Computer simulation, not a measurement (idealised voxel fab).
The document below concerns the process module designated voxel gate over fins.
The cross-section on display is named cut; it measures 285 nm wide, and its cells are 5 nm squares.
The cross-sections in this document take the form of a grid made of square cells. They are written out as bands, in order from top to bottom. Each band consists of one or more rows of cells.
Each band's line starts with the height of the band's top and of its bottom, in nm. Then come its materials from left to right, each with its width in nm. One material with "all across" fills the band from edge to edge. "air" is empty space.
The reference from which all heights are counted is 0, the level beneath which the as-received wafer is entirely one material; the lowest band, having no lower bound, proceeds downward and is written after the example "z 0 and below".
Width: "30 to 40" (first number = top row, second number = bottom row, same change from row to row of cells).
Basically "remained unchanged" means that step didn't change any cell in the cross-section.
Entry "Non-vented voids". Content: empty spaces with no open connection to the top, size 8 cells or greater. Each: width x height at distance. Distance: from left edge. Unit: nm.
It should be noted that, on the line of a given step, the content following the step's settings is a remark produced by the simulator itself with respect to that step.
When a step includes a mask, the "overlay nm" setting on its line states how far to the right of its planned place that mask lay, and negative values state how far to the left.
## List of planned process steps
1 RECEIVE (material Si)
2 CONFORMAL_DEP (material SiN; thk nm 5)
3 MASKED_ETCH (tone cover; mask id FINS; width nm 15; pitch nm 55; etch materials SiN; depth nm 5; overlay nm 0)
4 MASKED_ETCH (tone cover; mask id FINS; width nm 15; pitch nm 55; etch materials Si; depth nm 40; overlay nm 0)
5 OXIDIZE (depth nm 5)
6 FILL_DEP (material SiO2; thk nm 15)
7 CMP (height nm 5)
8 MASKED_ETCH (tone open; mask id RAIL; width nm 15; etch materials SiO2; depth nm 40; overlay nm 0)
9 CONFORMAL_DEP (material TiN; thk nm 5)
10 FILL_DEP (material W; thk nm 5)
11 CMP (height nm 5)
12 SELECTIVE_ETCH (etch materials W Ru TiN; depth nm 25)
13 FILL_DEP (material SiO2; thk nm 5)
14 CMP (height nm 5)
15 SELECTIVE_ETCH (etch materials SiO2; depth nm 20)
16 STRIP (etch materials SiN)
17 CONFORMAL_DEP (material HfO2; thk nm 5)
18 CONFORMAL_DEP (material TiN; thk nm 5)
19 FILL_DEP (material W; thk nm 15)
20 CMP (height nm 20)
21 CONFORMAL_DEP (material SiCN; thk nm 5)
## The first of a set of two wafers, run to plan
## Cross-section: wafer on arrival = after step 1
	z 0 and below | Si all across
	Non-vented voids: none
## Cross-sectional representation of the wafer at the conclusion of step 2
	z 5 to 0 | SiN all across
	below 0: unchanged
## Cross-sectional representation of the wafer at the conclusion of step 3
	z 5 to 0 | air: 50 / SiN: 15 / air: 40 / SiN: 15 / air: 40 / SiN: 15 / air: 40 / SiN: 15 / air: 55
	below 0: unchanged
## Cross-sectional representation of the wafer at the conclusion of step 4
	z 5 to 0 | air: 50 / SiN: 15 / air: 40 / SiN: 15 / air: 40 / SiN: 15 / air: 40 / SiN: 15 / air: 55
	z 0 to -40 | air: 50 / Si: 15 / air: 40 / Si: 15 / air: 40 / Si: 15 / air: 40 / Si: 15 / air: 55
	below -40: unchanged
## Cross-sectional representation of the wafer at the conclusion of step 5
	z 5 to 0 | air: 50 / SiN: 15 / air: 40 / SiN: 15 / air: 40 / SiN: 15 / air: 40 / SiN: 15 / air: 55
	z 0 to -40 | air: 50 / SiO2: 5 / Si: 5 / SiO2: 5 / air: 40 / SiO2: 5 / Si: 5 / SiO2: 5 / air: 40 / SiO2: 5 / Si: 5 / SiO2: 5 / air: 40 / SiO2: 5 / Si: 5 / SiO2: 5 / air: 55
	z -40 to -45 | SiO2: 55 / Si: 5 / SiO2: 50 / Si: 5 / SiO2: 50 / Si: 5 / SiO2: 50 / Si: 5 / SiO2: 60
	below -45: unchanged
## Cross-sectional representation of the wafer at the conclusion of step 6
	z 20 to 5 | SiO2 all across
	z 5 to 0 | SiO2: 50 / SiN: 15 / SiO2: 40 / SiN: 15 / SiO2: 40 / SiN: 15 / SiO2: 40 / SiN: 15 / SiO2: 55
	z 0 to -45 | SiO2: 55 / Si: 5 / SiO2: 50 / Si: 5 / SiO2: 50 / Si: 5 / SiO2: 50 / Si: 5 / SiO2: 60
	below -45: unchanged
## Cross-sectional representation of the wafer at the conclusion of step 7
	z 5 to 0 | SiO2: 50 / SiN: 15 / SiO2: 40 / SiN: 15 / SiO2: 40 / SiN: 15 / SiO2: 40 / SiN: 15 / SiO2: 55
	below 0: unchanged
## Cross-sectional representation of the wafer at the conclusion of step 8
	z 5 to 0 | SiO2: 50 / SiN: 15 / SiO2: 10 / air: 15 / SiO2: 15 / SiN: 15 / SiO2: 40 / SiN: 15 / SiO2: 40 / SiN: 15 / SiO2: 55
	z 0 to -35 | SiO2: 55 / Si: 5 / SiO2: 15 / air: 15 / SiO2: 20 / Si: 5 / SiO2: 50 / Si: 5 / SiO2: 50 / Si: 5 / SiO2: 60
	below -35: unchanged
## Cross-sectional representation of the wafer at the conclusion of step 9
	z 10 to 5 | TiN: 80 / air: 5 / TiN: 200
	z 5 to 0 | SiO2: 50 / SiN: 15 / SiO2: 10 / TiN: 5 / air: 5 / TiN: 5 / SiO2: 15 / SiN: 15 / SiO2: 40 / SiN: 15 / SiO2: 40 / SiN: 15 / SiO2: 55
	z 0 to -30 | SiO2: 55 / Si: 5 / SiO2: 15 / TiN: 5 / air: 5 / TiN: 5 / SiO2: 20 / Si: 5 / SiO2: 50 / Si: 5 / SiO2: 50 / Si: 5 / SiO2: 60
	z -30 to -35 | SiO2: 55 / Si: 5 / SiO2: 15 / TiN: 15 / SiO2: 20 / Si: 5 / SiO2: 50 / Si: 5 / SiO2: 50 / Si: 5 / SiO2: 60
	below -35: unchanged
## Cross-sectional representation of the wafer at the conclusion of step 10
	z 15 to 10 | W all across
	z 10 to 5 | TiN: 80 / W: 5 / TiN: 200
	z 5 to 0 | SiO2: 50 / SiN: 15 / SiO2: 10 / TiN: 5 / W: 5 / TiN: 5 / SiO2: 15 / SiN: 15 / SiO2: 40 / SiN: 15 / SiO2: 40 / SiN: 15 / SiO2: 55
	z 0 to -30 | SiO2: 55 / Si: 5 / SiO2: 15 / TiN: 5 / W: 5 / TiN: 5 / SiO2: 20 / Si: 5 / SiO2: 50 / Si: 5 / SiO2: 50 / Si: 5 / SiO2: 60
	below -30: unchanged
## Cross-sectional representation of the wafer at the conclusion of step 11
	z 5 to 0 | SiO2: 50 / SiN: 15 / SiO2: 10 / TiN: 5 / W: 5 / TiN: 5 / SiO2: 15 / SiN: 15 / SiO2: 40 / SiN: 15 / SiO2: 40 / SiN: 15 / SiO2: 55
	below 0: unchanged
## Cross-sectional representation of the wafer at the conclusion of step 12
	z 5 to 0 | SiO2: 50 / SiN: 15 / SiO2: 10 / air: 15 / SiO2: 15 / SiN: 15 / SiO2: 40 / SiN: 15 / SiO2: 40 / SiN: 15 / SiO2: 55
	z 0 to -20 | SiO2: 55 / Si: 5 / SiO2: 15 / air: 15 / SiO2: 20 / Si: 5 / SiO2: 50 / Si: 5 / SiO2: 50 / Si: 5 / SiO2: 60
	below -20: unchanged
## Cross-sectional representation of the wafer at the conclusion of step 13
	z 10 to 5 | SiO2 all across
	z 5 to 0 | SiO2: 50 / SiN: 15 / SiO2: 40 / SiN: 15 / SiO2: 40 / SiN: 15 / SiO2: 40 / SiN: 15 / SiO2: 55
	z 0 to -20 | SiO2: 55 / Si: 5 / SiO2: 50 / Si: 5 / SiO2: 50 / Si: 5 / SiO2: 50 / Si: 5 / SiO2: 60
	below -20: unchanged
## Cross-sectional representation of the wafer at the conclusion of step 14
	z 5 to 0 | SiO2: 50 / SiN: 15 / SiO2: 40 / SiN: 15 / SiO2: 40 / SiN: 15 / SiO2: 40 / SiN: 15 / SiO2: 55
	below 0: unchanged
## Cross-sectional representation of the wafer at the conclusion of step 15
	z 5 to 0 | air: 50 / SiN: 15 / air: 40 / SiN: 15 / air: 40 / SiN: 15 / air: 40 / SiN: 15 / air: 55
	z 0 to -15 | air: 55 / Si: 5 / air: 50 / Si: 5 / air: 50 / Si: 5 / air: 50 / Si: 5 / air: 60
	below -15: unchanged
## Cross-sectional representation of the wafer at the conclusion of step 16
	z 0 to -15 | air: 55 / Si: 5 / air: 50 / Si: 5 / air: 50 / Si: 5 / air: 50 / Si: 5 / air: 60
	below -15: unchanged
## Cross-sectional representation of the wafer at the conclusion of step 17
	z 5 to 0 | air: 50 / HfO2: 15 / air: 40 / HfO2: 15 / air: 40 / HfO2: 15 / air: 40 / HfO2: 15 / air: 55
	z 0 to -10 | air: 50 / HfO2: 5 / Si: 5 / HfO2: 5 / air: 40 / HfO2: 5 / Si: 5 / HfO2: 5 / air: 40 / HfO2: 5 / Si: 5 / HfO2: 5 / air: 40 / HfO2: 5 / Si: 5 / HfO2: 5 / air: 55
	z -10 to -15 | HfO2: 55 / Si: 5 / HfO2: 50 / Si: 5 / HfO2: 50 / Si: 5 / HfO2: 50 / Si: 5 / HfO2: 60
	below -15: unchanged
## Cross-sectional representation of the wafer at the conclusion of step 18
	z 10 to 5 | air: 45 / TiN: 25 / air: 30 / TiN: 25 / air: 30 / TiN: 25 / air: 30 / TiN: 25 / air: 50
	z 5 to 0 | air: 45 / TiN: 5 / HfO2: 15 / TiN: 5 / air: 30 / TiN: 5 / HfO2: 15 / TiN: 5 / air: 30 / TiN: 5 / HfO2: 15 / TiN: 5 / air: 30 / TiN: 5 / HfO2: 15 / TiN: 5 / air: 50
	z 0 to -5 | air: 45 / TiN: 5 / HfO2: 5 / Si: 5 / HfO2: 5 / TiN: 5 / air: 30 / TiN: 5 / HfO2: 5 / Si: 5 / HfO2: 5 / TiN: 5 / air: 30 / TiN: 5 / HfO2: 5 / Si: 5 / HfO2: 5 / TiN: 5 / air: 30 / TiN: 5 / HfO2: 5 / Si: 5 / HfO2: 5 / TiN: 5 / air: 50
	z -5 to -10 | TiN: 50 / HfO2: 5 / Si: 5 / HfO2: 5 / TiN: 40 / HfO2: 5 / Si: 5 / HfO2: 5 / TiN: 40 / HfO2: 5 / Si: 5 / HfO2: 5 / TiN: 40 / HfO2: 5 / Si: 5 / HfO2: 5 / TiN: 55
	below -10: unchanged
## Cross-sectional representation of the wafer at the conclusion of step 19
	z 25 to 10 | W all across
	z 10 to 5 | W: 45 / TiN: 25 / W: 30 / TiN: 25 / W: 30 / TiN: 25 / W: 30 / TiN: 25 / W: 50
	z 5 to 0 | W: 45 / TiN: 5 / HfO2: 15 / TiN: 5 / W: 30 / TiN: 5 / HfO2: 15 / TiN: 5 / W: 30 / TiN: 5 / HfO2: 15 / TiN: 5 / W: 30 / TiN: 5 / HfO2: 15 / TiN: 5 / W: 50
	z 0 to -5 | W: 45 / TiN: 5 / HfO2: 5 / Si: 5 / HfO2: 5 / TiN: 5 / W: 30 / TiN: 5 / HfO2: 5 / Si: 5 / HfO2: 5 / TiN: 5 / W: 30 / TiN: 5 / HfO2: 5 / Si: 5 / HfO2: 5 / TiN: 5 / W: 30 / TiN: 5 / HfO2: 5 / Si: 5 / HfO2: 5 / TiN: 5 / W: 50
	below -5: unchanged
## Cross-sectional representation of the wafer at the conclusion of step 20
	z 20 to 10 | W all across
	below 10: unchanged
## Cross-sectional representation of the wafer at the conclusion of step 21
	z 25 to 20 | SiCN all across
	below 20: unchanged
## The Second Wafer: Common Origin and Plan, One Mistake in Execution, Identical to the First Through Step 7
## Second wafer, cross-section, planned end of step 8
	z 5 to 0 | SiO2: 50 / SiN: 15 / SiO2: 5 / air: 15 / SiO2: 20 / SiN: 15 / SiO2: 40 / SiN: 15 / SiO2: 40 / SiN: 15 / SiO2: 55
	z 0 to -35 | SiO2: 55 / Si: 5 / SiO2: 10 / air: 15 / SiO2: 25 / Si: 5 / SiO2: 50 / Si: 5 / SiO2: 50 / Si: 5 / SiO2: 60
	below -35: unchanged
## Second wafer, cross-section, planned end of step 9
	z 10 to 5 | TiN: 75 / air: 5 / TiN: 205
	z 5 to 0 | SiO2: 50 / SiN: 15 / SiO2: 5 / TiN: 5 / air: 5 / TiN: 5 / SiO2: 20 / SiN: 15 / SiO2: 40 / SiN: 15 / SiO2: 40 / SiN: 15 / SiO2: 55
	z 0 to -30 | SiO2: 55 / Si: 5 / SiO2: 10 / TiN: 5 / air: 5 / TiN: 5 / SiO2: 25 / Si: 5 / SiO2: 50 / Si: 5 / SiO2: 50 / Si: 5 / SiO2: 60
	z -30 to -35 | SiO2: 55 / Si: 5 / SiO2: 10 / TiN: 15 / SiO2: 25 / Si: 5 / SiO2: 50 / Si: 5 / SiO2: 50 / Si: 5 / SiO2: 60
	below -35: unchanged
## Second wafer, cross-section, planned end of step 10
	z 15 to 10 | W all across
	z 10 to 5 | TiN: 75 / W: 5 / TiN: 205
	z 5 to 0 | SiO2: 50 / SiN: 15 / SiO2: 5 / TiN: 5 / W: 5 / TiN: 5 / SiO2: 20 / SiN: 15 / SiO2: 40 / SiN: 15 / SiO2: 40 / SiN: 15 / SiO2: 55
	z 0 to -30 | SiO2: 55 / Si: 5 / SiO2: 10 / TiN: 5 / W: 5 / TiN: 5 / SiO2: 25 / Si: 5 / SiO2: 50 / Si: 5 / SiO2: 50 / Si: 5 / SiO2: 60
	below -30: unchanged
## Second wafer, cross-section, planned end of step 11
	z 5 to 0 | SiO2: 50 / SiN: 15 / SiO2: 5 / TiN: 5 / W: 5 / TiN: 5 / SiO2: 20 / SiN: 15 / SiO2: 40 / SiN: 15 / SiO2: 40 / SiN: 15 / SiO2: 55
	below 0: unchanged
## Second wafer, cross-section, planned end of step 12
	z 5 to 0 | SiO2: 50 / SiN: 15 / SiO2: 5 / air: 15 / SiO2: 20 / SiN: 15 / SiO2: 40 / SiN: 15 / SiO2: 40 / SiN: 15 / SiO2: 55
	z 0 to -20 | SiO2: 55 / Si: 5 / SiO2: 10 / air: 15 / SiO2: 25 / Si: 5 / SiO2: 50 / Si: 5 / SiO2: 50 / Si: 5 / SiO2: 60
	below -20: unchanged
## Second wafer, cross-section, planned end of step 13
	z 10 to 5 | SiO2 all across
	z 5 to 0 | SiO2: 50 / SiN: 15 / SiO2: 40 / SiN: 15 / SiO2: 40 / SiN: 15 / SiO2: 40 / SiN: 15 / SiO2: 55
	z 0 to -20 | SiO2: 55 / Si: 5 / SiO2: 50 / Si: 5 / SiO2: 50 / Si: 5 / SiO2: 50 / Si: 5 / SiO2: 60
	below -20: unchanged
## Second wafer, cross-section, planned end of step 14
	z 5 to 0 | SiO2: 50 / SiN: 15 / SiO2: 40 / SiN: 15 / SiO2: 40 / SiN: 15 / SiO2: 40 / SiN: 15 / SiO2: 55
	below 0: unchanged
## Second wafer, cross-section, planned end of step 15
	z 5 to 0 | air: 50 / SiN: 15 / air: 40 / SiN: 15 / air: 40 / SiN: 15 / air: 40 / SiN: 15 / air: 55
	z 0 to -15 | air: 55 / Si: 5 / air: 50 / Si: 5 / air: 50 / Si: 5 / air: 50 / Si: 5 / air: 60
	below -15: unchanged
## Second wafer, cross-section, planned end of step 16
	z 0 to -15 | air: 55 / Si: 5 / air: 50 / Si: 5 / air: 50 / Si: 5 / air: 50 / Si: 5 / air: 60
	below -15: unchanged
## Second wafer, cross-section, planned end of step 17
	z 5 to 0 | air: 50 / HfO2: 15 / air: 40 / HfO2: 15 / air: 40 / HfO2: 15 / air: 40 / HfO2: 15 / air: 55
	z 0 to -10 | air: 50 / HfO2: 5 / Si: 5 / HfO2: 5 / air: 40 / HfO2: 5 / Si: 5 / HfO2: 5 / air: 40 / HfO2: 5 / Si: 5 / HfO2: 5 / air: 40 / HfO2: 5 / Si: 5 / HfO2: 5 / air: 55
	z -10 to -15 | HfO2: 55 / Si: 5 / HfO2: 50 / Si: 5 / HfO2: 50 / Si: 5 / HfO2: 50 / Si: 5 / HfO2: 60
	below -15: unchanged
## Second wafer, cross-section, planned end of step 18
	z 10 to 5 | air: 45 / TiN: 25 / air: 30 / TiN: 25 / air: 30 / TiN: 25 / air: 30 / TiN: 25 / air: 50
	z 5 to 0 | air: 45 / TiN: 5 / HfO2: 15 / TiN: 5 / air: 30 / TiN: 5 / HfO2: 15 / TiN: 5 / air: 30 / TiN: 5 / HfO2: 15 / TiN: 5 / air: 30 / TiN: 5 / HfO2: 15 / TiN: 5 / air: 50
	z 0 to -5 | air: 45 / TiN: 5 / HfO2: 5 / Si: 5 / HfO2: 5 / TiN: 5 / air: 30 / TiN: 5 / HfO2: 5 / Si: 5 / HfO2: 5 / TiN: 5 / air: 30 / TiN: 5 / HfO2: 5 / Si: 5 / HfO2: 5 / TiN: 5 / air: 30 / TiN: 5 / HfO2: 5 / Si: 5 / HfO2: 5 / TiN: 5 / air: 50
	z -5 to -10 | TiN: 50 / HfO2: 5 / Si: 5 / HfO2: 5 / TiN: 40 / HfO2: 5 / Si: 5 / HfO2: 5 / TiN: 40 / HfO2: 5 / Si: 5 / HfO2: 5 / TiN: 40 / HfO2: 5 / Si: 5 / HfO2: 5 / TiN: 55
	below -10: unchanged
## Second wafer, cross-section, planned end of step 19
	z 25 to 10 | W all across
	z 10 to 5 | W: 45 / TiN: 25 / W: 30 / TiN: 25 / W: 30 / TiN: 25 / W: 30 / TiN: 25 / W: 50
	z 5 to 0 | W: 45 / TiN: 5 / HfO2: 15 / TiN: 5 / W: 30 / TiN: 5 / HfO2: 15 / TiN: 5 / W: 30 / TiN: 5 / HfO2: 15 / TiN: 5 / W: 30 / TiN: 5 / HfO2: 15 / TiN: 5 / W: 50
	z 0 to -5 | W: 45 / TiN: 5 / HfO2: 5 / Si: 5 / HfO2: 5 / TiN: 5 / W: 30 / TiN: 5 / HfO2: 5 / Si: 5 / HfO2: 5 / TiN: 5 / W: 30 / TiN: 5 / HfO2: 5 / Si: 5 / HfO2: 5 / TiN: 5 / W: 30 / TiN: 5 / HfO2: 5 / Si: 5 / HfO2: 5 / TiN: 5 / W: 50
	below -5: unchanged
## Second wafer, cross-section, planned end of step 20
	z 20 to 10 | W all across
	below 10: unchanged
## Second wafer, cross-section, planned end of step 21
	z 25 to 20 | SiCN all across
	below 20: unchanged
Finding, execution versus plan: planned and actual differ for step 8; actual: MASKED_ETCH (tone open; mask id RAIL; width nm 15; etch materials SiO2; depth nm 40; overlay nm -5)
At the close, every material occupies the same number of cells on the second wafer as on the first, only in different positions.
